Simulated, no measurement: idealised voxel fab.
process module | voxel self aligned vias
cross-section cut | 170 nm wide | cells 5 nm
A cross-section is a grid of square cells, given in bands from the top down. A band is one or more rows of cells.
Each band's line starts with the height of the band's top and of its bottom, in nm. Then come its materials from left to right, each with its width in nm. One material with "throughout" fills the band from edge to edge. "air" is empty space.
Height 0 is the level under which the wafer as received is all one material. The lowest band goes on downwards, as in "0 down".
A width such as "30 to 40" changes by the same amount from each row of cells to the next, from the band's top row to its bottom row.
"no change" after a step means that no cell of the cross-section changed.
closed voids: empty space of 8 cells or more with no open way to the top, each as width x height at its distance from the left edge, in nm
after a step's settings: what the simulator itself notes on the step
overlay nm, on a step with a mask: how far to the right of its planned place the mask lay; to the left if negative
plan
1 op RECEIVE | material Si
2 op CONFORMAL_DEP | material SiO2 | thk nm 15
3 op CONFORMAL_DEP | material SiCN | thk nm 5
4 op DIRECTIONAL_DEP | material lowk | thk nm 30
5 op PATTERN | tone open | mask id LINES | material resist | width nm 25 | pitch nm 50 | thk nm 20 | overlay nm 0
6 op DIRECTIONAL_ETCH | etch materials lowk | depth nm 30
7 op STRIP | etch materials resist
8 op CONFORMAL_DEP | material TiN | thk nm 5
9 op FILL_DEP | material W | thk nm 5
10 op CMP | height nm 50
11 op SELECTIVE_ETCH | etch materials W Ru TiN | depth nm 5
12 op FILL_DEP | material SiN | thk nm 5
13 op CMP | height nm 50
14 op DIRECTIONAL_DEP | material lowk | thk nm 15
15 op MASKED_ETCH | tone open | mask id VIAS | width nm 35 | pitch nm 100 | etch materials lowk | depth nm 15 | overlay nm 0
16 op MASKED_ETCH | tone open | mask id VIAS | width nm 35 | pitch nm 100 | etch materials SiN | depth nm 5 | overlay nm 0
17 op CONFORMAL_DEP | material TiN | thk nm 5
18 op FILL_DEP | material W | thk nm 10
19 op CMP | height nm 65
20 op CONFORMAL_DEP | material SiN | thk nm 5
first wafer, as planned
as received, after step 1
  0 down: Si throughout
  closed voids: none
after step 2
  15 to 0: SiO2 throughout
  below 0: unchanged
after step 3
  20 to 15: SiCN throughout
  below 15: unchanged
after step 4
  50 to 20: lowk throughout
  below 20: unchanged
after step 5
  70 to 50: resist 20 | air 25 | resist 25 | air 25 | resist 25 | air 25 | resist 25
  below 50: unchanged
after step 6
  70 to 50: resist 20 | air 25 | resist 25 | air 25 | resist 25 | air 25 | resist 25
  50 to 20: lowk 20 | air 25 | lowk 25 | air 25 | lowk 25 | air 25 | lowk 25
  below 20: unchanged
after step 7
  50 to 20: lowk 20 | air 25 | lowk 25 | air 25 | lowk 25 | air 25 | lowk 25
  below 20: unchanged
after step 8
  55 to 50: TiN 25 | air 15 | TiN 35 | air 15 | TiN 35 | air 15 | TiN 30
  50 to 25: lowk 20 | TiN 5 | air 15 | TiN 5 | lowk 25 | TiN 5 | air 15 | TiN 5 | lowk 25 | TiN 5 | air 15 | TiN 5 | lowk 25
  25 to 20: lowk 20 | TiN 25 | lowk 25 | TiN 25 | lowk 25 | TiN 25 | lowk 25
  below 20: unchanged
after step 9
  60 to 55: W throughout
  55 to 50: TiN 25 | W 15 | TiN 35 | W 15 | TiN 35 | W 15 | TiN 30
  50 to 25: lowk 20 | TiN 5 | W 15 | TiN 5 | lowk 25 | TiN 5 | W 15 | TiN 5 | lowk 25 | TiN 5 | W 15 | TiN 5 | lowk 25
  below 25: unchanged
after step 10
  50 to 25: lowk 20 | TiN 5 | W 15 | TiN 5 | lowk 25 | TiN 5 | W 15 | TiN 5 | lowk 25 | TiN 5 | W 15 | TiN 5 | lowk 25
  below 25: unchanged
after step 11
  50 to 45: lowk 20 | air 25 | lowk 25 | air 25 | lowk 25 | air 25 | lowk 25
  below 45: unchanged
after step 12
  55 to 50: SiN throughout
  50 to 45: lowk 20 | SiN 25 | lowk 25 | SiN 25 | lowk 25 | SiN 25 | lowk 25
  below 45: unchanged
after step 13
  50 to 45: lowk 20 | SiN 25 | lowk 25 | SiN 25 | lowk 25 | SiN 25 | lowk 25
  below 45: unchanged
after step 14
  65 to 50: lowk throughout
  below 50: unchanged
after step 15
  65 to 50: lowk 15 | air 35 | lowk 65 | air 35 | lowk 20
  below 50: unchanged
after step 16
  65 to 50: lowk 15 | air 35 | lowk 65 | air 35 | lowk 20
  50 to 45: lowk 20 | air 25 | lowk 25 | SiN 25 | lowk 25 | air 25 | lowk 25
  below 45: unchanged
after step 17
  70 to 65: TiN 20 | air 25 | TiN 75 | air 25 | TiN 25
  65 to 55: lowk 15 | TiN 5 | air 25 | TiN 5 | lowk 65 | TiN 5 | air 25 | TiN 5 | lowk 20
  55 to 50: lowk 15 | TiN 10 | air 15 | TiN 10 | lowk 65 | TiN 10 | air 15 | TiN 10 | lowk 20
  50 to 45: lowk 20 | TiN 25 | lowk 25 | SiN 25 | lowk 25 | TiN 25 | lowk 25
  below 45: unchanged
after step 18
  80 to 70: W throughout
  70 to 65: TiN 20 | W 25 | TiN 75 | W 25 | TiN 25
  65 to 55: lowk 15 | TiN 5 | W 25 | TiN 5 | lowk 65 | TiN 5 | W 25 | TiN 5 | lowk 20
  55 to 50: lowk 15 | TiN 10 | W 15 | TiN 10 | lowk 65 | TiN 10 | W 15 | TiN 10 | lowk 20
  below 50: unchanged
after step 19
  65 to 55: lowk 15 | TiN 5 | W 25 | TiN 5 | lowk 65 | TiN 5 | W 25 | TiN 5 | lowk 20
  below 55: unchanged
after step 20
  70 to 65: SiN throughout
  below 65: unchanged
second wafer: like start, like plan, one mistake. Through step 4 it matches the first wafer
when step 5 should have ended
  70 to 50: air 20 | resist 25 | air 25 | resist 25 | air 25 | resist 25 | air 25
  below 50: unchanged
when step 6 should have ended
  70 to 50: air 20 | resist 25 | air 25 | resist 25 | air 25 | resist 25 | air 25
  50 to 20: air 20 | lowk 25 | air 25 | lowk 25 | air 25 | lowk 25 | air 25
  below 20: unchanged
when step 7 should have ended
  50 to 20: air 20 | lowk 25 | air 25 | lowk 25 | air 25 | lowk 25 | air 25
  below 20: unchanged
when step 8 should have ended
  55 to 50: air 15 | TiN 35 | air 15 | TiN 35 | air 15 | TiN 35 | air 20
  50 to 25: air 15 | TiN 5 | lowk 25 | TiN 5 | air 15 | TiN 5 | lowk 25 | TiN 5 | air 15 | TiN 5 | lowk 25 | TiN 5 | air 20
  25 to 20: TiN 20 | lowk 25 | TiN 25 | lowk 25 | TiN 25 | lowk 25 | TiN 25
  below 20: unchanged
when step 9 should have ended
  60 to 55: W throughout
  55 to 50: W 15 | TiN 35 | W 15 | TiN 35 | W 15 | TiN 35 | W 20
  50 to 25: W 15 | TiN 5 | lowk 25 | TiN 5 | W 15 | TiN 5 | lowk 25 | TiN 5 | W 15 | TiN 5 | lowk 25 | TiN 5 | W 20
  below 25: unchanged
when step 10 should have ended
  50 to 25: W 15 | TiN 5 | lowk 25 | TiN 5 | W 15 | TiN 5 | lowk 25 | TiN 5 | W 15 | TiN 5 | lowk 25 | TiN 5 | W 20
  below 25: unchanged
when step 11 should have ended
  50 to 45: air 20 | lowk 25 | air 25 | lowk 25 | air 25 | lowk 25 | air 25
  below 45: unchanged
when step 12 should have ended
  55 to 50: SiN throughout
  50 to 45: SiN 20 | lowk 25 | SiN 25 | lowk 25 | SiN 25 | lowk 25 | SiN 25
  below 45: unchanged
when step 13 should have ended
  50 to 45: SiN 20 | lowk 25 | SiN 25 | lowk 25 | SiN 25 | lowk 25 | SiN 25
  below 45: unchanged
when step 14 should have ended
  65 to 50: lowk throughout
  below 50: unchanged
when step 15 should have ended
  65 to 50: lowk 15 | air 35 | lowk 65 | air 35 | lowk 20
  below 50: unchanged
when step 16 should have ended
  65 to 50: lowk 15 | air 35 | lowk 65 | air 35 | lowk 20
  50 to 45: SiN 15 | air 5 | lowk 25 | air 5 | SiN 20 | lowk 25 | SiN 20 | air 5 | lowk 25 | air 5 | SiN 20
  below 45: unchanged
when step 17 should have ended
  70 to 65: TiN 20 | air 25 | TiN 75 | air 25 | TiN 25
  65 to 55: lowk 15 | TiN 5 | air 25 | TiN 5 | lowk 65 | TiN 5 | air 25 | TiN 5 | lowk 20
  55 to 50: lowk 15 | TiN 35 | lowk 65 | TiN 35 | lowk 20
  50 to 45: SiN 15 | TiN 5 | lowk 25 | TiN 5 | SiN 20 | lowk 25 | SiN 20 | TiN 5 | lowk 25 | TiN 5 | SiN 20
  below 45: unchanged
when step 18 should have ended
  80 to 70: W throughout
  70 to 65: TiN 20 | W 25 | TiN 75 | W 25 | TiN 25
  65 to 55: lowk 15 | TiN 5 | W 25 | TiN 5 | lowk 65 | TiN 5 | W 25 | TiN 5 | lowk 20
  below 55: unchanged
when step 19 should have ended
  65 to 55: lowk 15 | TiN 5 | W 25 | TiN 5 | lowk 65 | TiN 5 | W 25 | TiN 5 | lowk 20
  below 55: unchanged
when step 20 should have ended
  70 to 65: SiN throughout
  below 65: unchanged
what went wrong: step 5 ran as: op PATTERN | tone cover | mask id LINES | material resist | width nm 25 | pitch nm 50 | thk nm 20 | overlay nm 0
at the end the second wafer has, in cells: 10 more of SiN | 4 more of TiN | 10 more of W | 24 fewer of lowk
